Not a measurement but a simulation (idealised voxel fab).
process module | voxel gate over fins
cross-section cut | 185 nm wide | cells 5 nm
A cross-section is a grid of square cells, given in bands from the top down. A band is one or more rows of cells.
Each band's line starts with the height of the band's top and of its bottom, in nm. Then come its materials from left to right, each with its width in nm. One material with "throughout" fills the band from edge to edge. "air" is empty space.
Height 0 is the level under which the wafer as received is all one material. The lowest band goes on downwards, as in "0 down".
A width such as "30 to 40" changes by the same amount from each row of cells to the next, from the band's top row to its bottom row.
"no change" after a step means that no cell of the cross-section changed.
closed voids: empty space of 8 cells or more with no open way to the top, each as width x height at its distance from the left edge, in nm
after a step's settings: what the simulator itself notes on the step
overlay nm, on a step with a mask: how far to the right of its planned place the mask lay; to the left if negative
plan
1 op RECEIVE | material Si
2 op CONFORMAL_DEP | material SiN | thk nm 10
3 op PATTERN | tone cover | mask id FINS | material resist | width nm 15 | pitch nm 40 | thk nm 20 | overlay nm 0
4 op DIRECTIONAL_ETCH | etch materials SiN | depth nm 10
5 op DIRECTIONAL_ETCH | etch materials Si | depth nm 35
6 op STRIP | etch materials resist
7 op FILL_DEP | material SiO2 | thk nm 5
8 op CMP | height nm 10
9 op SELECTIVE_ETCH | etch materials SiO2 | depth nm 25
10 op STRIP | etch materials SiN
11 op CONFORMAL_DEP | material HfO2 | thk nm 5
12 op CONFORMAL_DEP | material TiN | thk nm 5
13 op CONFORMAL_DEP | material TiAl | thk nm 5
14 op CONFORMAL_DEP | material TiN | thk nm 5
15 op FILL_DEP | material W | thk nm 15
16 op CMP | height nm 30
17 op CONFORMAL_DEP | material SiCN | thk nm 5
varied across the wafers: thk nm of step 11. The plan shows the first wafer's value. All wafers start alike
first wafer as received, after step 1
  0 down: Si throughout
  closed voids: none
each wafer at the end: cells of each material gained (+) or lost (-) since it was received, then its closed voids
thk nm 5 | +55 HfO2 | -196 Si | +37 SiCN | +112 SiO2 | +49 TiAl | +98 TiN | +104 W | closed voids: none
thk nm 10 | +110 HfO2 | -196 Si | +37 SiCN | +112 SiO2 | +43 TiAl | +92 TiN | +61 W | closed voids: none
thk nm 15 | +159 HfO2 | -196 Si | +37 SiCN | +112 SiO2 | +43 TiAl | +86 TiN | +18 W | closed voids: none
thk nm 20 | +202 HfO2 | -196 Si | +37 SiCN | +112 SiO2 | +43 TiAl | +53 TiN | +8 W | closed voids: none
